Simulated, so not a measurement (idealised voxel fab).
Title: Process Module voxel spacer lines
In the cross-section labelled cut, the width is 155 nm and each square cell is 5 nm.
Heads up, the way a cross-section reads in here is a grid of square cells, handed over as bands from the top down, with every band being one or more rows of cells. Band entry format. Leading values: height of top, height of bottom, nm. Remainder: materials in left-to-right order, each with its width in nm. Special words: "full width" on a single material, which then fills the band edge to edge; "empty", empty space. Below 0: as-received wafer, all one material; heights counted from there. Lowest band: no bottom, goes on down, written "0 down". Width spec "30->40" -> top row of cells at first value, bottom row at second value, equal per-row change in between. Step marked "no alterations made"? Then no cell in the cross-section changed in it. Each empty space that has no open way to the top and spans at least 8 cells appears under "closed voids" as width x height at distance, the distance counted from the left edge, all in nm. Whatever follows a step's settings on its line is a remark the simulator itself makes about that step. overlay nm: where the mask lay relative to plan, measured to the right, on steps with a mask; negatives go left.

-- The following list gives the planned process steps
1: op RECEIVE | material Si
2: op CONFORMAL_DEP | material Al2O3 | thk nm 5
3: op DIRECTIONAL_DEP | material SiN | thk nm 10
4: op DIRECTIONAL_DEP | material polySi | thk nm 20
5: op PATTERN | tone cover | mask id MANDREL | material resist | width nm 15 | pitch nm 70 | thk nm 25 | overlay nm 0
6: op DIRECTIONAL_ETCH | etch materials polySi | depth nm 20
7: op STRIP | etch materials resist
8: op CONFORMAL_DEP | material SiO2 | thk nm 10
9: op DIRECTIONAL_ETCH | etch materials SiO2 | depth nm 10
10: op STRIP | etch materials polySi
11: op DIRECTIONAL_ETCH | etch materials SiN | depth nm 10
12: op STRIP | etch materials SiO2
Variable across wafers: step 5 width nm (plan value is that of the first wafer; starting state common to all).

-- As-received state after step 1, first of several wafers, cross-section
0 down  Si full width
closed voids: none

-- Take a look at the first of several wafers in cross-section: the module is done, and step 12 was its last step
15 to 5  25 empty, 10 SiN, 15 empty, 10 SiN, 35 empty, 10 SiN, 15 empty, 10 SiN, 25 empty
5 to 0  Al2O3 full width
0 down  Si full width
closed voids: none

-- Cross-section, last wafer, module completion
15 to 5  15 empty, 10 SiN, 40 empty, 10 SiN, 10 empty, 10 SiN, 40 empty, 10 SiN, 10 empty
5 to 0  Al2O3 full width
0 down  Si full width
closed voids: none

-- Heads up, this table goes wafer by wafer. A row tells you, at the end of the module, how many cells of each material that wafer has put on (+) or dropped (-) since it was received, and then its closed voids
width nm 15, +31 Al2O3, +16 SiN, closed voids: none
width nm 20, +31 Al2O3, +16 SiN, closed voids: none
width nm 25, +31 Al2O3, +16 SiN, closed voids: none
width nm 30, +31 Al2O3, +16 SiN, closed voids: none
width nm 35, +31 Al2O3, +16 SiN, closed voids: none
width nm 40, +31 Al2O3, +16 SiN, closed voids: none
